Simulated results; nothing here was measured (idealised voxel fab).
process module | voxel lift off
Cross-section cut: width 285 nm, square cells of 5 nm.
When this document writes out a cross-section, it uses a grid of square cells and lists it as bands, beginning at the top and moving down, with a band standing for one or more rows of cells. Band entry format. Leading values: height of top, height of bottom, nm. Remainder: materials in left-to-right order, each with its width in nm. Special words: "all across" on a single material, which then fills the band edge to edge; "empty", empty space. Note: height 0 marks the level under which the wafer is uniformly one material as received. Lowest band unbounded below, written "0..down". With a width like "30 to 40", each row of cells in the band differs from the next by the same amount, the top row carrying the first number and the bottom row the second. Step marked "no change occurred"? Then no cell in the cross-section changed in it. In "Sealed internal voids" the enclosed voids are listed, meaning empty spaces of 8 cells or larger without any opening to the top. The form is width x height at distance, distance from the left edge, units nm. If you see something after the settings on a step's line, that's the simulator's own remark about that step. When a step includes a mask, the "overlay nm" setting on its line states how far to the right of its planned place that mask lay, and negative values state how far to the left.
THIS SECTION LISTS THE PROCESS STEPS THAT WERE PLANNED
- 1: RECEIVE (material Si)
- 2: CONFORMAL_DEP (material SiO2; thk nm 5)
- 3: PATTERN (tone open; mask id LINES; material resist; width nm 15; pitch nm 40; thk nm 15; overlay nm 0)
- 4: DIRECTIONAL_DEP (material Ru; thk nm 5)
- 5: STRIP (etch materials resist)
- 6: CONFORMAL_DEP (material SiCN; thk nm 10)
Keep in mind the plan's value for the thk nm of step 2 comes from the first wafer; the wafers don't share that setting, but they do share the same starting point.
FIRST WAFER OF SEVERAL, AS RECEIVED: CROSS-SECTION AFTER STEP 1
* 0..down  Si all across
* Sealed internal voids: none
END-OF-MODULE CROSS-SECTION, FIRST OF SEVERAL WAFERS, AFTER LAST STEP 6
* 20..15  65 of empty / 35 of SiCN / 5 of empty / 35 of SiCN / 5 of empty / 35 of SiCN / 5 of empty / 35 of SiCN / 65 of empty
* 15..10  SiCN all across
* 10..5  75 of SiCN / 15 of Ru / 25 of SiCN / 15 of Ru / 25 of SiCN / 15 of Ru / 25 of SiCN / 15 of Ru / 75 of SiCN
* 5..0  SiO2 all across
* 0..down  Si all across
* Sealed internal voids: none
CROSS-SECTION OF THE LAST WAFER AT END OF MODULE
* 45..40  65 of empty / 35 of SiCN / 5 of empty / 35 of SiCN / 5 of empty / 35 of SiCN / 5 of empty / 35 of SiCN / 65 of empty
* 40..35  SiCN all across
* 35..30  75 of SiCN / 15 of Ru / 25 of SiCN / 15 of Ru / 25 of SiCN / 15 of Ru / 25 of SiCN / 15 of Ru / 75 of SiCN
* 30..0  SiO2 all across
* 0..down  Si all across
* Sealed internal voids: none
QUICK KEY FOR THE TABLE: A ROW PER WAFER, TAKEN AT THE END OF THE MODULE. FOR EACH MATERIAL IT TELLS YOU HOW MANY CELLS THE WAFER GAINED (+) OR LOST (-) SINCE IT CAME IN, AND THE CLOSED VOIDS COME AFTER
thk nm 5; +12 Ru; +130 SiCN; +57 SiO2; Sealed internal voids: none
thk nm 10; +12 Ru; +130 SiCN; +114 SiO2; Sealed internal voids: none
thk nm 15; +12 Ru; +130 SiCN; +171 SiO2; Sealed internal voids: none
thk nm 20; +12 Ru; +130 SiCN; +228 SiO2; Sealed internal voids: none
thk nm 25; +12 Ru; +130 SiCN; +285 SiO2; Sealed internal voids: none
thk nm 30; +12 Ru; +130 SiCN; +342 SiO2; Sealed internal voids: none
